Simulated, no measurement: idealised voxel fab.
process module | voxel wiring stack
cross-section cut | 285 nm wide | cells 5 nm
A cross-section is a grid of square cells, given in bands from the top down. A band is one or more rows of cells.
Each band's line starts with the height of the band's top and of its bottom, in nm. Then come its materials from left to right, each with its width in nm. One material with "throughout" fills the band from edge to edge. "air" is empty space.
Height 0 is the level under which the wafer as received is all one material. The lowest band goes on downwards, as in "0 down".
A width such as "30 to 40" changes by the same amount from each row of cells to the next, from the band's top row to its bottom row.
"no change" after a step means that no cell of the cross-section changed.
closed voids: empty space of 8 cells or more with no open way to the top, each as width x height at its distance from the left edge, in nm
after a step's settings: what the simulator itself notes on the step
overlay nm, on a step with a mask: how far to the right of its planned place the mask lay; to the left if negative
plan
1 op RECEIVE | material Si
2 op CONFORMAL_DEP | material SiO2 | thk nm 15
3 op CONFORMAL_DEP | material SiN | thk nm 5
4 op DIRECTIONAL_DEP | material SiO2 | thk nm 20
5 op PATTERN | tone open | mask id METAL_1 | material resist | width nm 20 | pitch nm 45 | thk nm 20 | overlay nm 0
6 op DIRECTIONAL_ETCH | etch materials SiO2 | depth nm 20
7 op DIRECTIONAL_ETCH | etch materials SiN | depth nm 5
8 op STRIP | etch materials resist
9 op CONFORMAL_DEP | material TiN | thk nm 5
10 op FILL_DEP | material Cu | thk nm 10
11 op CMP | height nm 40
12 op CONFORMAL_DEP | material SiCN | thk nm 5
13 op DIRECTIONAL_DEP | material lowk | thk nm 15
14 op DIRECTIONAL_DEP | material aC | thk nm 10
15 op PATTERN | tone open | mask id PLUG_1 | material resist | width nm 15 | pitch nm 90 | thk nm 30 | overlay nm 0
16 op DIRECTIONAL_ETCH | etch materials aC | depth nm 10
17 op STRIP | etch materials resist
18 op DIRECTIONAL_ETCH | etch materials lowk | depth nm 15
19 op DIRECTIONAL_ETCH | etch materials SiCN | depth nm 5
20 op STRIP | etch materials aC
21 op CONFORMAL_DEP | material TiN | thk nm 5
22 op FILL_DEP | material Ru | thk nm 5
23 op CMP | height nm 60
24 op CONFORMAL_DEP | material SiCN | thk nm 5
25 op DIRECTIONAL_DEP | material lowk | thk nm 15
26 op MASKED_ETCH | tone open | mask id METAL_2 | width nm 20 | pitch nm 45 | etch materials lowk | depth nm 15 | overlay nm 0
27 op MASKED_ETCH | tone open | mask id METAL_2 | width nm 20 | pitch nm 45 | etch materials SiCN | depth nm 5 | overlay nm 0
28 op CONFORMAL_DEP | material TiN | thk nm 5
29 op FILL_DEP | material Cu | thk nm 5
30 op CMP | height nm 80
31 op EPI | material Ru | thk nm 5
32 op FILL_DEP | material SiCN | thk nm 5
as received, after step 1
  0 down: Si throughout
  closed voids: none
a wafer at the end: this start, this plan, one mistake
  90 to 85: SiCN throughout
  85 to 80: SiCN 80 | Ru 30 | SiCN 15 | Ru 30 | SiCN 15 | Ru 30 | SiCN 85
  80 to 65: lowk 85 | TiN 5 | Cu 10 | TiN 5 | lowk 25 | TiN 5 | Cu 10 | TiN 5 | lowk 25 | TiN 5 | Cu 10 | TiN 5 | lowk 90
  65 to 60: SiCN 85 | TiN 20 | SiCN 25 | TiN 20 | SiCN 25 | TiN 20 | SiCN 90
  60 to 45: lowk 85 | TiN 5 | Ru 5 | TiN 5 | lowk 75 | TiN 5 | Ru 5 | TiN 5 | lowk 95
  45 to 40: SiCN 85 | TiN 15 | SiCN 75 | TiN 15 | SiCN 95
  40 to 20: Cu 80 | TiN 5 | SiO2 20 | TiN 5 | Cu 15 | TiN 5 | SiO2 20 | TiN 5 | Cu 15 | TiN 5 | SiO2 20 | TiN 5 | Cu 85
  20 to 15: TiN 85 | SiN 20 | TiN 25 | SiN 20 | TiN 25 | SiN 20 | TiN 90
  15 to 0: SiO2 throughout
  0 down: Si throughout
  closed voids: none
what went wrong: step 5 ran as: op PATTERN | tone cover | mask id METAL_1 | material resist | width nm 20 | pitch nm 45 | thk nm 20 | overlay nm 0
